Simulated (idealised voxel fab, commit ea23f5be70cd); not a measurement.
Presented below is a process module, voxel trench capacitor.
This is section cut - it's 240 nm across, gridded in 5 nm square cells.
Heads up, the way a cross-section reads in here is a grid of square cells, handed over as bands from the top down, with every band being one or more rows of cells.
The entry gives the band's vertical extent as a top height and a bottom height in nm, then its horizontal make-up as materials from left to right, each with a width in nm. "blank" stands for empty space; a single material marked "throughout" fills the band edge to edge.
Heights are measured from 0, the level below which the as-received wafer is all one material; the lowest band has no bottom and continues downward, written as in "0..down".
A width given as "30..40" starts at the first number in the band's top row and ends at the second number in its bottom row, shifting by an equal amount at every step from row to row.
Step marked "nothing altered"? Then no cell in the cross-section changed in it.
Each empty space that has no open way to the top and spans at least 8 cells appears under "Fully closed voids" as width x height at distance, the distance counted from the left edge, all in nm.
What comes after the settings on a step's line is commentary from the simulator itself on that step.
"overlay nm" denotes, for a step that has a mask, the displacement of the mask to the right of its planned place, with negative values corresponding to the left.
The process steps that were planned are listed below
| 1 | RECEIVE, material Si |
| 2 | CONFORMAL_DEP, material SiN, thk nm 10 |
| 3 | MASKED_ETCH, tone open, mask id TRENCH, width nm 30, pitch nm 60, etch materials SiN, depth nm 10, overlay nm 0 |
| 4 | MASKED_ETCH, tone open, mask id TRENCH, width nm 20, pitch nm 60, etch materials Si, depth nm 30, overlay nm 0 |
| 5 | CONFORMAL_DEP, material Al2O3, thk nm 5 |
| 6 | CONFORMAL_DEP, material TiN, thk nm 5 |
| 7 | FILL_DEP, material W, thk nm 10 |
| 8 | CMP, height nm 10 |
The wafers in this document start out alike and differ in the width nm applied at step 4; the plan shows the value used for the first wafer.
First of several wafers (as received, post step 1), cross-sectional view
* 0..down: Si throughout
* Fully closed voids: none
Here's the first of several wafers in cross-section, end of the module, after the last step, step 8
* 10..0: SiN (45)  Al2O3 (5..10)  TiN (20..10)  Al2O3 (5..10)  SiN (30)  Al2O3 (5..10)  TiN (20..10)  Al2O3 (5..10)  SiN (30)  Al2O3 (5..10)  TiN (20..10)  Al2O3 (5..10)  SiN (45)
* 0..-25: Si (50)  Al2O3 (5)  TiN (10)  Al2O3 (5)  Si (40)  Al2O3 (5)  TiN (10)  Al2O3 (5)  Si (40)  Al2O3 (5)  TiN (10)  Al2O3 (5)  Si (50)
* -25..-30: Si (50)  Al2O3 (20)  Si (40)  Al2O3 (20)  Si (40)  Al2O3 (20)  Si (50)
* -30..down: Si throughout
* Fully closed voids: none
Final wafer of several, shown in cross-section at the end of the module
* 10..0: SiN (45)  Al2O3 (5)  TiN (5)  W (10)  TiN (5)  Al2O3 (5)  SiN (30)  Al2O3 (5)  TiN (5)  W (10)  TiN (5)  Al2O3 (5)  SiN (30)  Al2O3 (5)  TiN (5)  W (10)  TiN (5)  Al2O3 (5)  SiN (45)
* 0..-20: Si (45)  Al2O3 (5)  TiN (5)  W (10)  TiN (5)  Al2O3 (5)  Si (30)  Al2O3 (5)  TiN (5)  W (10)  TiN (5)  Al2O3 (5)  Si (30)  Al2O3 (5)  TiN (5)  W (10)  TiN (5)  Al2O3 (5)  Si (45)
* -20..-25: Si (45)  Al2O3 (5)  TiN (20)  Al2O3 (5)  Si (30)  Al2O3 (5)  TiN (20)  Al2O3 (5)  Si (30)  Al2O3 (5)  TiN (20)  Al2O3 (5)  Si (45)
* -25..-30: Si (45)  Al2O3 (30)  Si (30)  Al2O3 (30)  Si (30)  Al2O3 (30)  Si (45)
* -30..down: Si throughout
* Fully closed voids: none
Row per wafer, end-of-module: cell gain (+)/loss (-) by material since the wafer came in, then closed voids
width nm 20; +60 Al2O3; -72 Si; +60 SiN; +48 TiN; Fully closed voids: none
width nm 25; +60 Al2O3; -90 Si; +60 SiN; +48 TiN; +18 W; Fully closed voids: none
width nm 30; +60 Al2O3; -108 Si; +60 SiN; +48 TiN; +36 W; Fully closed voids: none
width nm 35; +60 Al2O3; -108 Si; +60 SiN; +48 TiN; +36 W; Fully closed voids: none
width nm 40; +60 Al2O3; -108 Si; +60 SiN; +48 TiN; +36 W; Fully closed voids: none
width nm 45; +60 Al2O3; -108 Si; +60 SiN; +48 TiN; +36 W; Fully closed voids: none
